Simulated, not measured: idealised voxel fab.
Process module name: voxel fin reveal
Cross-sectional view cut (width: 200 nm; square cell size: 5 nm).
Just so we're on the same page, the cross-sections are grids of square cells, and they're listed out in bands top to bottom, each band one or more rows deep. The band entry comprises the height of the band's top followed by the height of its bottom, expressed in nm, and subsequently the band's materials from left to right, each stated together with its width in nm. Where a single material is marked with the word "edge to edge", that material fills the band from edge to edge. The word "empty" represents empty space. The reference from which all heights are counted is 0, the level beneath which the as-received wafer is entirely one material; the lowest band, having no lower bound, proceeds downward and is written after the example "0 -> down". So if you see something like "30..40" for the width, read it as the top row of the band sitting at the first number and the bottom row at the second, with every row in between moving by the same amount as the last. "all unchanged" (step): cross-section cells unchanged, all of them. The list in "Closed internal voids" covers empty spaces of 8 cells or more that cannot reach the top through any open way, and it gives each as width x height at distance; the distance is from the left edge, and width, height and distance are in nm. Heads up: the bit after the settings on a step's line is the simulator's remark on that step. "overlay nm" denotes, for a step that has a mask, the displacement of the mask to the right of its planned place, with negative values corresponding to the left.
So here's the lineup of process steps we planned:
- 1: RECEIVE [material Si]
- 2: CONFORMAL_DEP [material SiN] [thk nm 5]
- 3: PATTERN [tone cover] [mask id FINS] [material resist] [width nm 15] [pitch nm 45] [thk nm 20] [overlay nm 0]
- 4: DIRECTIONAL_ETCH [etch materials SiN] [depth nm 5]
- 5: DIRECTIONAL_ETCH [etch materials Si] [depth nm 35]
- 6: STRIP [etch materials resist]
- 7: FILL_DEP [material SiO2] [thk nm 5]
- 8: CMP [height nm 5]
- 9: SELECTIVE_ETCH [etch materials SiO2] [depth nm 20]
- 10: STRIP [etch materials SiN]
- 11: CONFORMAL_DEP [material HfO2] [thk nm 5]
Cross-section of the wafer as it came to us, i.e., already through step 1:
* 0 -> down: Si edge to edge
* Closed internal voids: none
This is how the wafer looks in cross-section once the module is done, given the starting state and plan above and one mistake in carrying the plan out:
* 5 -> 0: empty 75 nm | HfO2 25 nm | empty 20 nm | HfO2 25 nm | empty 55 nm
* 0 -> -10: empty 75 nm | HfO2 5 nm | Si 15 nm | HfO2 5 nm | empty 20 nm | HfO2 5 nm | Si 15 nm | HfO2 5 nm | empty 55 nm
* -10 -> -15: HfO2 80 nm | Si 15 nm | HfO2 30 nm | Si 15 nm | HfO2 60 nm
* -15 -> -35: SiO2 80 nm | Si 15 nm | SiO2 30 nm | Si 15 nm | SiO2 60 nm
* -35 -> down: Si edge to edge
* Closed internal voids: none
Nonconformance to the process plan: step 3 ran as: PATTERN [tone cover] [mask id FINS] [material resist] [width nm 15] [pitch nm 45] [thk nm 20] [overlay nm 10]
